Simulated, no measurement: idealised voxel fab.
Process module in this document: voxel trench capacitor
For reference, the cross-section in this document is cut, with width 165 nm and square cells of 5 nm.
Notation: cross-section as square-cell grid; stated in bands, top first, going down; one or more cell rows per band.
What a band's entry tells you: where the top is and where the bottom is, as heights in nm, and after that what lies inside, material by material from left to right, each with its width in nm. Empty space is written as the word "empty", and a single material marked with the word "throughout" occupies the band from edge to edge.
Heights are measured from 0, the level below which the as-received wafer is all one material; the lowest band has no bottom and continues downward, written as in "0 and below".
Width spec "30->40" -> top row of cells at first value, bottom row at second value, equal per-row change in between.
"identical to before" after a step means that no cell of the cross-section changed.
In "Non-vented voids" the enclosed voids are listed, meaning empty spaces of 8 cells or larger without any opening to the top. The form is width x height at distance, distance from the left edge, units nm.
Formally, on a step line, whatever follows the settings is a remark that the simulator itself makes on the step.
"overlay nm" answers the question of how far to the right of plan the mask lay on a step that has a mask, and when it is negative the answer is to the left.
The following list gives the planned process steps:
| 1 | RECEIVE: material Si |
| 2 | CONFORMAL_DEP: material SiN, thk nm 10 |
| 3 | DIRECTIONAL_DEP: material aC, thk nm 10 |
| 4 | PATTERN: tone open, mask id TRENCH, material resist, width nm 25, pitch nm 50, thk nm 30, overlay nm 0 |
| 5 | DIRECTIONAL_ETCH: etch materials aC, depth nm 10 |
| 6 | STRIP: etch materials resist |
| 7 | DIRECTIONAL_ETCH: etch materials SiN, depth nm 10 |
| 8 | DIRECTIONAL_ETCH: etch materials Si, depth nm 30 |
| 9 | STRIP: etch materials aC |
| 10 | CONFORMAL_DEP: material HfO2, thk nm 5 |
| 11 | CONFORMAL_DEP: material TiN, thk nm 5 |
| 12 | FILL_DEP: material W, thk nm 5 |
| 13 | CMP: height nm 10 |
Cross-section, incoming material, after step 1:
	0 and below: Si throughout
	Non-vented voids: none
First wafer of two, sectioned at end of module; run went per plan:
	10 down to 0: 45 SiN / 5 HfO2 / 5 TiN / 5 W / 5 TiN / 5 HfO2 / 25 SiN / 5 HfO2 / 5 TiN / 5 W / 5 TiN / 5 HfO2 / 45 SiN
	0 down to -20: 45 Si / 5 HfO2 / 5 TiN / 5 W / 5 TiN / 5 HfO2 / 25 Si / 5 HfO2 / 5 TiN / 5 W / 5 TiN / 5 HfO2 / 45 Si
	-20 down to -25: 45 Si / 5 HfO2 / 15 TiN / 5 HfO2 / 25 Si / 5 HfO2 / 15 TiN / 5 HfO2 / 45 Si
	-25 down to -30: 45 Si / 25 HfO2 / 25 Si / 25 HfO2 / 45 Si
	-30 and below: Si throughout
	Non-vented voids: none
Here's the second of our two wafers sectioned at module end. Same start as the first, same plan, but one mistake got made running it:
	10 down to 0: 50 SiN / 5 HfO2 / 5 TiN / 5 HfO2 / 35 SiN / 5 HfO2 / 5 TiN / 5 HfO2 / 50 SiN
	0 down to -25: 50 Si / 5 HfO2 / 5 TiN / 5 HfO2 / 35 Si / 5 HfO2 / 5 TiN / 5 HfO2 / 50 Si
	-25 down to -30: 50 Si / 15 HfO2 / 35 Si / 15 HfO2 / 50 Si
	-30 and below: Si throughout
	Non-vented voids: none
what went wrong: step 4 deviated from plan and actually ran as PATTERN: tone open, mask id TRENCH, material resist, width nm 15, pitch nm 50, thk nm 30, overlay nm 0
FYI, end of process, the second wafer has more or fewer cells of some materials than the first: HfO2: 4 fewer; Si: 24 more; SiN: 8 more; TiN: 16 fewer; W: 12 fewer
